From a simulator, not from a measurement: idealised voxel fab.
This is a process module. Its name is voxel self aligned vias.
The cross-section on display is named cut; it measures 285 nm wide, and its cells are 5 nm squares.
A cross-section is written here as square cells arranged in a grid, and it is given in bands from the top down, each band taking up one or more rows of cells.
Heights first: top, then bottom, in nm. Then materials, left to right, each with a width in nm. "all across" on a single material: fills the band edge to edge. "air": empty space.
It should be noted that heights are counted from 0, beneath which the wafer as supplied is of one material throughout, and that the lowest band possesses no lower boundary but continues downward, as written in "from 0 down".
Width: "30 to 40" (first number = top row, second number = bottom row, same change from row to row of cells).
Given "all unchanged" for a step, no cell of the cross-section differs between before and after that step.
Reported under the label "Cavities, closed" are the empty spaces having no open way to the top and comprising 8 cells or more; the notation for each is width x height at distance, in which the distance is measured from the left edge and all three values are in nm.
It should be noted that, on the line of a given step, the content following the step's settings is a remark produced by the simulator itself with respect to that step.
Each step line may optionally specify "overlay nm", which for a step with a mask gives the rightward distance between the mask's planned place and where it lay, a negative value indicating the leftward direction.

Listed below are the process steps as planned
1: RECEIVE with material Si
2: CONFORMAL_DEP with material SiO2, thk nm 15
3: CONFORMAL_DEP with material SiCN, thk nm 5
4: DIRECTIONAL_DEP with material SiO2, thk nm 25
5: DIRECTIONAL_DEP with material aC, thk nm 15
6: PATTERN with tone open, mask id LINES, material resist, width nm 25, pitch nm 60, thk nm 35, overlay nm 0
7: DIRECTIONAL_ETCH with etch materials aC, depth nm 15
8: STRIP with etch materials resist
9: DIRECTIONAL_ETCH with etch materials SiO2, depth nm 25
10: STRIP with etch materials aC
11: CONFORMAL_DEP with material TiN, thk nm 5
12: FILL_DEP with material W, thk nm 5
13: CMP with height nm 45
14: SELECTIVE_ETCH with etch materials W Ru TiN, depth nm 10
15: FILL_DEP with material SiN, thk nm 5
16: CMP with height nm 45
17: DIRECTIONAL_DEP with material SiO2, thk nm 15
18: MASKED_ETCH with tone open, mask id VIAS, width nm 35, etch materials SiO2, depth nm 15, overlay nm 0
19: MASKED_ETCH with tone open, mask id VIAS, width nm 35, etch materials SiN, depth nm 10, overlay nm 0
20: CONFORMAL_DEP with material TiN, thk nm 5
21: FILL_DEP with material Ru, thk nm 5
22: CMP with height nm 60
23: CONFORMAL_DEP with material SiN, thk nm 5

Here's what the wafer looked like in cross-section when it arrived - that's after step 1
- from 0 down  Si all across
- Cavities, closed: none

Cross-section, first of two wafers, end of module, run as planned
- from 65 to 60  SiN all across
- from 60 to 50  SiO2 95 nm  TiN 5 nm  Ru 25 nm  TiN 5 nm  SiO2 155 nm
- from 50 to 45  SiO2 95 nm  TiN 10 nm  Ru 15 nm  TiN 10 nm  SiO2 155 nm
- from 45 to 40  SiO2 100 nm  TiN 5 nm  Ru 15 nm  TiN 5 nm  SiO2 35 nm  SiN 25 nm  SiO2 100 nm
- from 40 to 35  SiO2 100 nm  TiN 25 nm  SiO2 35 nm  SiN 25 nm  SiO2 100 nm
- from 35 to 25  SiO2 100 nm  TiN 5 nm  W 15 nm  TiN 5 nm  SiO2 35 nm  TiN 5 nm  W 15 nm  TiN 5 nm  SiO2 100 nm
- from 25 to 20  SiO2 100 nm  TiN 25 nm  SiO2 35 nm  TiN 25 nm  SiO2 100 nm
- from 20 to 15  SiCN all across
- from 15 to 0  SiO2 all across
- from 0 down  Si all across
- Cavities, closed: none

What the second wafer looks like in cross-section once the module is done. Its start and its plan matched the first wafer's exactly; what differed was one mistake in how it was run
- from 65 to 60  SiN all across
- from 60 to 50  SiO2 95 nm  TiN 5 nm  Ru 25 nm  TiN 5 nm  SiO2 155 nm
- from 50 to 45  SiO2 95 nm  TiN 10 nm  Ru 15 nm  TiN 10 nm  SiO2 155 nm
- from 45 to 40  SiO2 100 nm  TiN 5 nm  Ru 15 nm  TiN 5 nm  SiO2 35 nm  SiN 25 nm  SiO2 100 nm
- from 40 to 35  SiO2 100 nm  TiN 25 nm  SiO2 35 nm  SiN 25 nm  SiO2 100 nm
- from 35 to 30  SiCN all across
- from 30 to 0  SiO2 all across
- from 0 down  Si all across
- Cavities, closed: none
Misprocessing identified: plan step 2 was twice executed
Cell-count delta at end, second wafer over first, by material: 30 more of SiO2, 18 fewer of TiN, 12 fewer of W
